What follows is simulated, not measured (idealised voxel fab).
process module | voxel self aligned vias
cross-section cut | 225 nm wide | cells 5 nm
A cross-section is a grid of square cells, given in bands from the top down. A band is one or more rows of cells.
Each band's line starts with the height of the band's top and of its bottom, in nm. Then come its materials from left to right, each with its width in nm. One material with "throughout" fills the band from edge to edge. "air" is empty space.
Height 0 is the level under which the wafer as received is all one material. The lowest band goes on downwards, as in "0 down".
A width such as "30 to 40" changes by the same amount from each row of cells to the next, from the band's top row to its bottom row.
"no change" after a step means that no cell of the cross-section changed.
closed voids: empty space of 8 cells or more with no open way to the top, each as width x height at its distance from the left edge, in nm
after a step's settings: what the simulator itself notes on the step
overlay nm, on a step with a mask: how far to the right of its planned place the mask lay; to the left if negative
plan
1 op RECEIVE | material Si
2 op CONFORMAL_DEP | material SiO2 | thk nm 15
3 op CONFORMAL_DEP | material SiCN | thk nm 5
4 op DIRECTIONAL_DEP | material SiO2 | thk nm 25
5 op MASKED_ETCH | tone open | mask id LINES | width nm 25 | pitch nm 55 | etch materials SiO2 | depth nm 25 | overlay nm 0
6 op CONFORMAL_DEP | material TiN | thk nm 5
7 op FILL_DEP | material W | thk nm 10
8 op CMP | height nm 45
9 op SELECTIVE_ETCH | etch materials W Ru TiN | depth nm 5
10 op FILL_DEP | material SiN | thk nm 5
11 op CMP | height nm 45
12 op DIRECTIONAL_DEP | material SiO2 | thk nm 15
13 op MASKED_ETCH | tone open | mask id VIAS | width nm 35 | pitch nm 55 | etch materials SiO2 | depth nm 15 | overlay nm 0
14 op MASKED_ETCH | tone open | mask id VIAS | width nm 35 | pitch nm 55 | etch materials SiN | depth nm 5 | overlay nm 0
15 op CONFORMAL_DEP | material TiN | thk nm 5
16 op FILL_DEP | material W | thk nm 10
17 op CMP | height nm 60
18 op CONFORMAL_DEP | material SiN | thk nm 5
as received, after step 1
  0 down: Si throughout
  closed voids: none
first wafer at the end, as planned
  65 to 60: SiN throughout
  60 to 50: SiO2 65 | TiN 5 | W 25 | TiN 5 | SiO2 20 | TiN 5 | W 25 | TiN 5 | SiO2 70
  50 to 45: SiO2 65 | TiN 10 | W 15 | TiN 10 | SiO2 20 | TiN 10 | W 15 | TiN 10 | SiO2 70
  45 to 40: SiO2 70 | TiN 25 | SiO2 30 | TiN 25 | SiO2 75
  40 to 25: SiO2 70 | TiN 5 | W 15 | TiN 5 | SiO2 30 | TiN 5 | W 15 | TiN 5 | SiO2 75
  25 to 20: SiO2 70 | TiN 25 | SiO2 30 | TiN 25 | SiO2 75
  20 to 15: SiCN throughout
  15 to 0: SiO2 throughout
  0 down: Si throughout
  closed voids: none
second wafer at the end: like start, like plan, one mistake
  65 to 60: SiN throughout
  60 to 50: W 60 | TiN 5 | SiO2 35 | TiN 5 | W 10 | TiN 5 | SiO2 35 | TiN 5 | W 65
  50 to 45: TiN 65 | SiO2 35 | TiN 20 | SiO2 35 | TiN 70
  45 to 40: SiO2 70 | SiN 25 | SiO2 30 | SiN 25 | SiO2 75
  40 to 25: SiO2 70 | TiN 5 | W 15 | TiN 5 | SiO2 30 | TiN 5 | W 15 | TiN 5 | SiO2 75
  25 to 20: SiO2 70 | TiN 25 | SiO2 30 | TiN 25 | SiO2 75
  20 to 15: SiCN throughout
  15 to 0: SiO2 throughout
  0 down: Si throughout
  closed voids: none
what went wrong: step 13 ran as: op MASKED_ETCH | tone cover | mask id VIAS | width nm 35 | pitch nm 55 | etch materials SiO2 | depth nm 15 | overlay nm 0
at the end the second wafer has, in cells: 10 more of SiN | 51 fewer of SiO2 | 13 more of TiN | 28 more of W
